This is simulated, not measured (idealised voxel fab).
The document below concerns the process module designated voxel wiring stack.
Cross-sectional view cut (width: 295 nm; square cell size: 5 nm).
The cross-sections in this document take the form of a grid made of square cells. They are written out as bands, in order from top to bottom. Each band consists of one or more rows of cells. Top, bottom (nm), then materials left to right with widths (nm); lone material tagged "everywhere" fills the whole band edge to edge; "air" = empty space. Height 0 is the level under which the wafer as received is all one material. The lowest band goes on downwards, as in "0..down". The two numbers in a width such as "30->40" mark its ends across the band: the first belongs to the top row of cells, the second to the bottom row, and from each row to the next the width moves by the same amount. Any step labelled "everything unchanged" changed none of the cells in the cross-section. In the "Unvented internal voids" entry, you get each enclosed empty space of 8 cells or more, one with no open way to the top, written width x height at distance, distance from the left edge, in nm. Past the settings on a step's line: simulator remark, on that step. overlay nm: mask right of planned place by this much (step with mask). Neg. = left.

**The planned process steps are enumerated hereunder**
1: RECEIVE,material Si
2: CONFORMAL_DEP,material SiO2,thk nm 15
3: CONFORMAL_DEP,material SiN,thk nm 5
4: DIRECTIONAL_DEP,material lowk,thk nm 15
5: PATTERN,tone open,mask id METAL_1,material resist,width nm 25,pitch nm 55,thk nm 15,overlay nm 0
6: DIRECTIONAL_ETCH,etch materials lowk,depth nm 5
7: DIRECTIONAL_ETCH,etch materials SiN,depth nm 5
8: STRIP,etch materials resist
9: CONFORMAL_DEP,material TiN,thk nm 5
10: FILL_DEP,material Cu,thk nm 10
11: CMP,height nm 35
12: CONFORMAL_DEP,material SiCN,thk nm 5
13: DIRECTIONAL_DEP,material lowk,thk nm 10
14: PATTERN,tone open,mask id PLUG_1,material resist,width nm 15,pitch nm 55,thk nm 20,overlay nm 0
15: DIRECTIONAL_ETCH,etch materials lowk,depth nm 10
16: DIRECTIONAL_ETCH,etch materials SiCN,depth nm 5
17: STRIP,etch materials resist
18: EPI,material Ru,thk nm 10
19: EPI,material Ru,thk nm 5
20: CONFORMAL_DEP,material SiCN,thk nm 5
21: DIRECTIONAL_DEP,material SiO2,thk nm 25
22: PATTERN,tone open,mask id METAL_2,material resist,width nm 25,pitch nm 55,thk nm 15,overlay nm 0
23: DIRECTIONAL_ETCH,etch materials SiO2,depth nm 25
24: DIRECTIONAL_ETCH,etch materials SiCN,depth nm 5
25: STRIP,etch materials resist
26: CONFORMAL_DEP,material TiN,thk nm 5
27: FILL_DEP,material Ru,thk nm 5
28: CMP,height nm 80
29: CONFORMAL_DEP,material SiCN,thk nm 5
30: DIRECTIONAL_DEP,material SiO2,thk nm 20
31: MASKED_ETCH,tone open,mask id PLUG_2,width nm 15,pitch nm 110,etch materials SiO2,depth nm 20,overlay nm 0
32: MASKED_ETCH,tone open,mask id PLUG_2,width nm 15,pitch nm 110,etch materials SiCN,depth nm 5,overlay nm 0
33: EPI,material Ru,thk nm 10
34: EPI,material Ru,thk nm 10
35: EPI,material Ru,thk nm 5
36: CONFORMAL_DEP,material SiCN,thk nm 5
37: DIRECTIONAL_DEP,material lowk,thk nm 20
38: MASKED_ETCH,tone open,mask id METAL_3,width nm 25,pitch nm 55,etch materials lowk,depth nm 20,overlay nm 0
39: MASKED_ETCH,tone open,mask id METAL_3,width nm 25,pitch nm 55,etch materials SiCN,depth nm 5,overlay nm 0
40: CONFORMAL_DEP,material TiN,thk nm 5
41: FILL_DEP,material W,thk nm 10
42: CMP,height nm 130
43: CONFORMAL_DEP,material SiCN,thk nm 5
44: DIRECTIONAL_DEP,material SiO2,thk nm 35
45: MASKED_ETCH,tone open,mask id METAL_4_HOLES,width nm 15,pitch nm 55,etch materials SiO2,depth nm 35,overlay nm 0
46: PATTERN,tone open,mask id METAL_4,material resist,width nm 25,pitch nm 55,thk nm 20,overlay nm 0
47: DIRECTIONAL_ETCH,etch materials SiO2,depth nm 20
48: DIRECTIONAL_ETCH,etch materials SiCN,depth nm 5
49: STRIP,etch materials resist
50: CONFORMAL_DEP,material TiN,thk nm 5
51: FILL_DEP,material Ru,thk nm 10
52: CMP,height nm 170
53: CONFORMAL_DEP,material SiCN,thk nm 5
Be aware that, although all wafers share a common starting state, the depth nm at step 6 differs among them, and the plan displays the first wafer's value.

**The first of several wafers as received, shown in cross-section; this is its state after step 1**
    0..down = Si everywhere
    Unvented internal voids: none

**Note: the following table is arranged by wafer, a row apiece. Each row reports the end-of-module state: per material, cells gained (+) or cells lost (-) compared with the wafer as received; closed voids follow**
depth nm 5; +141 Ru; +300 SiCN; +59 SiN; +935 SiO2; +156 TiN; +36 W; +438 lowk; Unvented internal voids: none
depth nm 10; +9 Cu; +141 Ru; +300 SiCN; +59 SiN; +935 SiO2; +162 TiN; +36 W; +423 lowk; Unvented internal voids: none
depth nm 15; +27 Cu; +141 Ru; +300 SiCN; +44 SiN; +935 SiO2; +174 TiN; +36 W; +408 lowk; Unvented internal voids: none
depth nm 20; +27 Cu; +141 Ru; +300 SiCN; +44 SiN; +935 SiO2; +174 TiN; +36 W; +408 lowk; Unvented internal voids: none
depth nm 25; +27 Cu; +141 Ru; +300 SiCN; +44 SiN; +935 SiO2; +174 TiN; +36 W; +408 lowk; Unvented internal voids: none
depth nm 30; +27 Cu; +141 Ru; +300 SiCN; +44 SiN; +935 SiO2; +174 TiN; +36 W; +408 lowk; Unvented internal voids: none
